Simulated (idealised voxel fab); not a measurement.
Herein follows the process module entitled voxel self aligned contacts.
cross-section cut | 230 nm wide | cells 5 nm
When this document writes out a cross-section, it uses a grid of square cells and lists it as bands, beginning at the top and moving down, with a band standing for one or more rows of cells. Top height, bottom height, nm. Materials left to right, width each, nm. Single material + "full width" = fills band edge to edge. "air" = empty. The level at which height equals 0 is the one under which the wafer, as it arrives, is entirely one material. No lower edge exists for the bottom band, which continues downward and is notated as in "from 0 down". When a width is written as two numbers, as in "30 to 40", the first number is the width in the top row of cells of the band and the second is the width in its bottom row, and the width changes by the same amount from each row to the next. No cell of the cross-section changed in a step that is given as "identical to before". The entry titled "Sealed void list" provides the empty spaces that have no open way to the top, restricted to those of 8 cells or more. Each is presented as width x height at distance, the distance being measured from the left edge, with all three in nm. after a step's settings: what the simulator itself notes on the step. overlay nm: on a step with a mask, how far right of its planned place the mask lay; negative means left.
# Steps in the process plan
1) RECEIVE [material Si]
2) CONFORMAL_DEP [material SiO2] [thk nm 5]
3) DIRECTIONAL_DEP [material polySi] [thk nm 20]
4) DIRECTIONAL_DEP [material SiN] [thk nm 15]
5) DIRECTIONAL_DEP [material aC] [thk nm 15]
6) PATTERN [tone cover] [mask id GATE] [material resist] [width nm 25] [pitch nm 50] [thk nm 30] [overlay nm 0]
7) DIRECTIONAL_ETCH [etch materials aC] [depth nm 15]
8) STRIP [etch materials resist]
9) DIRECTIONAL_ETCH [etch materials SiN] [depth nm 15]
10) DIRECTIONAL_ETCH [etch materials polySi] [depth nm 20]
11) STRIP [etch materials aC]
12) CONFORMAL_DEP [material SiN] [thk nm 5]
13) DIRECTIONAL_ETCH [etch materials SiN] [depth nm 5]
14) FILL_DEP [material SiO2] [thk nm 15]
15) CMP [height nm 50]
16) PATTERN [tone open] [mask id CONTACT] [material resist] [width nm 35] [thk nm 15] [overlay nm 0]
17) DIRECTIONAL_ETCH [etch materials SiO2] [depth nm 50]
18) STRIP [etch materials resist]
19) CONFORMAL_DEP [material TiN] [thk nm 5]
20) FILL_DEP [material Ru] [thk nm 10]
21) CMP [height nm 40]
22) CONFORMAL_DEP [material SiN] [thk nm 5]
For clarity, it should be stated that the wafers under discussion commence in an identical condition and differ with respect to the height nm of step 21, the plan indicating the value that the first wafer had.
# As-received state after step 1, first of several wafers, cross-section
	from 0 down = Si full width
	Sealed void list: none
# Each row below is a wafer at the end of the module, listing for every material the number of cells it has gained (+) or lost (-) since it was received, followed by its closed voids
height nm 40, +7 Ru, +104 SiN, +246 SiO2, +17 TiN, +40 polySi, Sealed void list: none
height nm 45, +8 Ru, +104 SiN, +285 SiO2, +23 TiN, +40 polySi, Sealed void list: none
height nm 50, +13 Ru, +104 SiN, +324 SiO2, +25 TiN, +40 polySi, Sealed void list: none
height nm 55, +18 Ru, +104 SiN, +324 SiO2, +66 TiN, +40 polySi, Sealed void list: none
height nm 60, +64 Ru, +104 SiN, +324 SiO2, +66 TiN, +40 polySi, Sealed void list: none
height nm 65, +110 Ru, +104 SiN, +324 SiO2, +66 TiN, +40 polySi, Sealed void list: none
